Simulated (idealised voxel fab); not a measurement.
process module | voxel capacitor over wiring
cross-section cut | 180 nm wide | cells 5 nm
A cross-section is a grid of square cells, given in bands from the top down. A band is one or more rows of cells.
Each band's line starts with the height of the band's top and of its bottom, in nm. Then come its materials from left to right, each with its width in nm. One material with "throughout" fills the band from edge to edge. "air" is empty space.
Height 0 is the level under which the wafer as received is all one material. The lowest band goes on downwards, as in "0 down".
A width such as "30 to 40" changes by the same amount from each row of cells to the next, from the band's top row to its bottom row.
"no change" after a step means that no cell of the cross-section changed.
closed voids: empty space of 8 cells or more with no open way to the top, each as width x height at its distance from the left edge, in nm
after a step's settings: what the simulator itself notes on the step
overlay nm, on a step with a mask: how far to the right of its planned place the mask lay; to the left if negative
plan
1 op RECEIVE | material Si
2 op CONFORMAL_DEP | material SiO2 | thk nm 10
3 op DIRECTIONAL_DEP | material TiN | thk nm 5
4 op DIRECTIONAL_DEP | material Ru | thk nm 20
5 op MASKED_ETCH | tone cover | mask id METAL_1 | width nm 20 | pitch nm 75 | etch materials Ru | depth nm 20 | overlay nm 0
6 op MASKED_ETCH | tone cover | mask id METAL_1 | width nm 20 | pitch nm 75 | etch materials TiN | depth nm 5 | overlay nm 0
7 op CONFORMAL_DEP | material SiN | thk nm 5
8 op FILL_DEP | material SiO2 | thk nm 10
9 op CMP | height nm 35
10 op CONFORMAL_DEP | material SiCN | thk nm 5
11 op DIRECTIONAL_DEP | material lowk | thk nm 10
12 op PATTERN | tone open | mask id PLUG_1 | material resist | width nm 15 | thk nm 15 | overlay nm 0
13 op DIRECTIONAL_ETCH | etch materials lowk | depth nm 10
14 op DIRECTIONAL_ETCH | etch materials SiCN | depth nm 5
15 op STRIP | etch materials resist
16 op CONFORMAL_DEP | material TiN | thk nm 5
17 op FILL_DEP | material W | thk nm 10
18 op CMP | height nm 50
19 op DIRECTIONAL_DEP | material TiN | thk nm 5
20 op DIRECTIONAL_DEP | material SiN | thk nm 5
21 op DIRECTIONAL_DEP | material TiN | thk nm 10
22 op PATTERN | tone cover | mask id UPPER_PLATE | material resist | width nm 60 | thk nm 15 | overlay nm 0
23 op DIRECTIONAL_ETCH | etch materials TiN | depth nm 10
24 op DIRECTIONAL_ETCH | etch materials SiN | depth nm 5
25 op STRIP | etch materials resist
26 op PATTERN | tone cover | mask id LOWER_PLATE | material resist | width nm 70 | thk nm 15 | overlay nm 0
27 op DIRECTIONAL_ETCH | etch materials TiN | depth nm 5
28 op STRIP | etch materials resist
29 op FILL_DEP | material SiO2 | thk nm 15
30 op CMP | height nm 80
31 op PATTERN | tone open | mask id PLUG_2 | material resist | width nm 15 | thk nm 15 | overlay nm 0
32 op DIRECTIONAL_ETCH | etch materials SiO2 | depth nm 10
33 op STRIP | etch materials resist
34 op CONFORMAL_DEP | material TiN | thk nm 5
35 op FILL_DEP | material Ru | thk nm 10
36 op CMP | height nm 70
37 op CONFORMAL_DEP | material SiCN | thk nm 5
varied across the wafers: height nm of step 36. The plan shows the first wafer's value. All wafers start alike
first wafer as received, after step 1
  0 down: Si throughout
  closed voids: none
each wafer at the end: cells of each material gained (+) or lost (-) since it was received, then its closed voids
height nm 70 | +32 Ru | +69 SiCN | +56 SiN | +262 SiO2 | +53 TiN | +2 W | +66 lowk | closed voids: none
height nm 75 | +32 Ru | +69 SiCN | +56 SiN | +295 SiO2 | +56 TiN | +2 W | +66 lowk | closed voids: none
height nm 80 | +33 Ru | +69 SiCN | +56 SiN | +328 SiO2 | +58 TiN | +2 W | +66 lowk | closed voids: none
height nm 85 | +34 Ru | +69 SiCN | +56 SiN | +328 SiO2 | +93 TiN | +2 W | +66 lowk | closed voids: none
height nm 90 | +70 Ru | +69 SiCN | +56 SiN | +328 SiO2 | +93 TiN | +2 W | +66 lowk | closed voids: none
height nm 95 | +106 Ru | +69 SiCN | +56 SiN | +328 SiO2 | +93 TiN | +2 W | +66 lowk | closed voids: none
